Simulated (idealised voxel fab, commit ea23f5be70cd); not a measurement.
The name of this process module is voxel capacitor over wiring.
Section cut is 145 nm wide and gridded with 5 nm square cells.
Cross-section format: a grid of square cells, given as bands from top to bottom; each band is one or more rows of cells.
Within each band entry, the heights of the top and of the bottom of the band appear first, in that order and in nm; the materials of the band then follow from left to right, each with its corresponding width in nm. The designation "throughout" on a single material indicates that it fills the band from edge to edge; the designation "blank" indicates empty space.
Convention: height 0 is the level below which the wafer, as received, is all one material. The lowest band does not terminate at the bottom but continues downward, represented as "0 down".
The width entry "30 to 40" should be interpreted row by row: the top row of cells in the band takes the first number, the bottom row takes the second number, and the change between adjacent rows is uniform throughout.
Key: "remains unaltered" - step with no changed cell in the cross-section.
In the "Voids, enclosed" entry, you get each enclosed empty space of 8 cells or more, one with no open way to the top, written width x height at distance, distance from the left edge, in nm.
Step line, after settings: the simulator's comment on this step.
overlay nm: step with mask; distance mask lay right of planned place; negative value = left of planned place.
**Below is the list of planned process steps**
- 1: RECEIVE, material Si
- 2: CONFORMAL_DEP, material SiO2, thk nm 15
- 3: CONFORMAL_DEP, material SiN, thk nm 5
- 4: DIRECTIONAL_DEP, material SiO2, thk nm 20
- 5: DIRECTIONAL_DEP, material aC, thk nm 10
- 6: PATTERN, tone open, mask id METAL_1, material resist, width nm 20, pitch nm 90, thk nm 30, overlay nm 0
- 7: DIRECTIONAL_ETCH, etch materials aC, depth nm 10
- 8: STRIP, etch materials resist
- 9: DIRECTIONAL_ETCH, etch materials SiO2, depth nm 20
- 10: DIRECTIONAL_ETCH, etch materials SiN, depth nm 5
- 11: STRIP, etch materials aC
- 12: CONFORMAL_DEP, material TiN, thk nm 5
- 13: FILL_DEP, material Cu, thk nm 10
- 14: CMP, height nm 40
- 15: CONFORMAL_DEP, material SiCN, thk nm 5
- 16: DIRECTIONAL_DEP, material lowk, thk nm 15
- 17: DIRECTIONAL_DEP, material aC, thk nm 15
- 18: PATTERN, tone open, mask id PLUG_1, material resist, width nm 15, thk nm 35, overlay nm 0
- 19: DIRECTIONAL_ETCH, etch materials aC, depth nm 15
- 20: STRIP, etch materials resist
- 21: DIRECTIONAL_ETCH, etch materials lowk, depth nm 15
- 22: DIRECTIONAL_ETCH, etch materials SiCN, depth nm 5
- 23: STRIP, etch materials aC
- 24: CONFORMAL_DEP, material TiN, thk nm 5
- 25: FILL_DEP, material Cu, thk nm 5
- 26: CMP, height nm 60
- 27: DIRECTIONAL_DEP, material TiN, thk nm 5
- 28: DIRECTIONAL_DEP, material SiN, thk nm 5
- 29: DIRECTIONAL_DEP, material TiN, thk nm 5
- 30: DIRECTIONAL_DEP, material aC, thk nm 10
- 31: PATTERN, tone cover, mask id UPPER_PLATE, material resist, width nm 75, thk nm 30, overlay nm 0
- 32: DIRECTIONAL_ETCH, etch materials aC, depth nm 10
- 33: STRIP, etch materials resist
- 34: DIRECTIONAL_ETCH, etch materials TiN, depth nm 5
- 35: DIRECTIONAL_ETCH, etch materials SiN, depth nm 5
- 36: STRIP, etch materials aC
- 37: PATTERN, tone cover, mask id LOWER_PLATE, material resist, width nm 85, thk nm 15, overlay nm 0
- 38: DIRECTIONAL_ETCH, etch materials TiN, depth nm 5
- 39: STRIP, etch materials resist
- 40: FILL_DEP, material SiO2, thk nm 20
- 41: CMP, height nm 90
- 42: PATTERN, tone open, mask id PLUG_2, material resist, width nm 15, thk nm 15, overlay nm 0
- 43: DIRECTIONAL_ETCH, etch materials SiO2, depth nm 15
- 44: STRIP, etch materials resist
- 45: CONFORMAL_DEP, material TiN, thk nm 5
- 46: FILL_DEP, material Ru, thk nm 10
- 47: CMP, height nm 90
- 48: CONFORMAL_DEP, material SiN, thk nm 5
**Incoming wafer, cross-sectional view, post step 1**
* 0 down: Si throughout
* Voids, enclosed: none
**Post-module cross-section of the first of two wafers (run per plan)**
* 95 to 90: SiN throughout
* 90 to 80: SiO2 30 nm, then TiN 5 nm, then Ru 5 nm, then TiN 5 nm, then SiO2 100 nm
* 80 to 70: SiO2 30 to 20 nm, then TiN 15 to 75 nm, then SiO2 100 to 50 nm
* 70 to 65: SiO2 20 nm, then SiN 75 nm, then SiO2 50 nm
* 65 to 60: SiO2 15 nm, then TiN 85 nm, then SiO2 45 nm
* 60 to 45: lowk 20 nm, then TiN 5 nm, then Cu 5 nm, then TiN 5 nm, then lowk 110 nm
* 45 to 40: SiCN 20 nm, then TiN 15 nm, then SiCN 110 nm
* 40 to 20: SiO2 15 nm, then TiN 5 nm, then Cu 10 nm, then TiN 5 nm, then SiO2 70 nm, then TiN 5 nm, then Cu 10 nm, then TiN 5 nm, then SiO2 20 nm
* 20 to 15: SiN 15 nm, then TiN 20 nm, then SiN 70 nm, then TiN 20 nm, then SiN 20 nm
* 15 to 0: SiO2 throughout
* 0 down: Si throughout
* Voids, enclosed: none
**Second wafer cross-section at end of module - shared start and plan with the first, one mistake in the run**
* 95 to 90: SiN throughout
* 90 to 80: SiO2 30 nm, then TiN 5 nm, then Ru 5 nm, then TiN 5 nm, then SiO2 100 nm
* 80 to 70: SiO2 30 to 20 nm, then TiN 15 to 75 nm, then SiO2 100 to 50 nm
* 70 to 65: SiO2 15 nm, then TiN 85 nm, then SiO2 45 nm
* 65 to 60: SiN throughout
* 60 to 45: lowk 20 nm, then TiN 5 nm, then Cu 5 nm, then TiN 5 nm, then lowk 110 nm
* 45 to 40: SiCN 20 nm, then TiN 15 nm, then SiCN 110 nm
* 40 to 20: SiO2 15 nm, then TiN 5 nm, then Cu 10 nm, then TiN 5 nm, then SiO2 70 nm, then TiN 5 nm, then Cu 10 nm, then TiN 5 nm, then SiO2 20 nm
* 20 to 15: SiN 15 nm, then TiN 20 nm, then SiN 70 nm, then TiN 20 nm, then SiN 20 nm
* 15 to 0: SiO2 throughout
* 0 down: Si throughout
* Voids, enclosed: none
Plan not followed: the executed order of steps 27 and 28 is the reverse of that specified in the plan, each step having taken the other's position
Count the cells at the end and the second wafer has more or fewer of some materials than the first: +14 SiN | -14 SiO2
